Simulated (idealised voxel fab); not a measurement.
Documented hereafter: the process module known as voxel spacer lines.
Section shown: cut. Width: 260 nm. Cell size: 5 nm, square.
In this document a cross-section is written as a grid of square cells. It is given as a series of bands, listed from the top down, and a band is one or more rows of cells. Heads up on the band format: heights come first, top then bottom, in nm. After that it's the materials left to right, each with its width in nm. A single material flagged "all across" fills the whole band edge to edge, and "blank" means there's empty space there. Height datum 0, below which the as-received substrate wafer is one material. Lowest band open at the bottom, running downward: "z 0 and below". The expression "30->40" gives the width at the extremes of the band, the first number at its top row of cells and the second at its bottom row, with the width changing by equal amounts from each row to the next in between. "everything unchanged", as given for a step, is the statement that not any cell of the cross-section underwent a change during that step. The label "Completely enclosed voids" introduces a list of the empty spaces, 8 cells or larger, that have no open way up to the top; each entry in it reads width x height at distance, where the distance is taken from the left edge and all three are stated in nm. It should be noted that, on the line of a given step, the content following the step's settings is a remark produced by the simulator itself with respect to that step. A step's line can hold "overlay nm"; with a mask on that step, the setting says how far right of the planned place the mask lay, while a negative setting says it lay to the left.

Below is the list of planned process steps
1) op RECEIVE | material Si
2) op CONFORMAL_DEP | material Al2O3 | thk nm 5
3) op DIRECTIONAL_DEP | material SiN | thk nm 10
4) op DIRECTIONAL_DEP | material aC | thk nm 20
5) op PATTERN | tone cover | mask id MANDREL | material resist | width nm 25 | pitch nm 70 | thk nm 30 | overlay nm 0
6) op DIRECTIONAL_ETCH | etch materials aC | depth nm 20
7) op STRIP | etch materials resist
8) op CONFORMAL_DEP | material SiO2 | thk nm 10
9) op DIRECTIONAL_ETCH | etch materials SiO2 | depth nm 10
10) op STRIP | etch materials aC
11) op DIRECTIONAL_ETCH | etch materials SiN | depth nm 10
12) op STRIP | etch materials SiO2
13) op FILL_DEP | material SiO2 | thk nm 10
14) op CMP | height nm 15

This is the cross-section of the wafer as we received it, i.e. after step 1
z 0 and below | Si all across
Completely enclosed voids: none

First wafer of two, sectioned at end of module; run went per plan
z 15 to 5 | SiO2 35 nm / SiN 10 nm / SiO2 25 nm / SiN 10 nm / SiO2 25 nm / SiN 10 nm / SiO2 25 nm / SiN 10 nm / SiO2 25 nm / SiN 10 nm / SiO2 25 nm / SiN 10 nm / SiO2 40 nm
z 5 to 0 | Al2O3 all across
z 0 and below | Si all across
Completely enclosed voids: none

Cross-section, wafer two of two, end of module: same start and plan as wafer one, one error in execution
z 15 to 10 | SiO2 all across
z 10 to 0 | SiO2 35 nm / SiN 10 nm / SiO2 25 nm / SiN 10 nm / SiO2 25 nm / SiN 10 nm / SiO2 25 nm / SiN 10 nm / SiO2 25 nm / SiN 10 nm / SiO2 25 nm / SiN 10 nm / SiO2 40 nm
z 0 and below | Si all across
Completely enclosed voids: none
Heads up, the wafer didn't run the way we planned it: plan step 2 skipped
Final difference in cells, second wafer against first, listed per material as more or fewer: 52 fewer of Al2O3, 52 more of SiO2
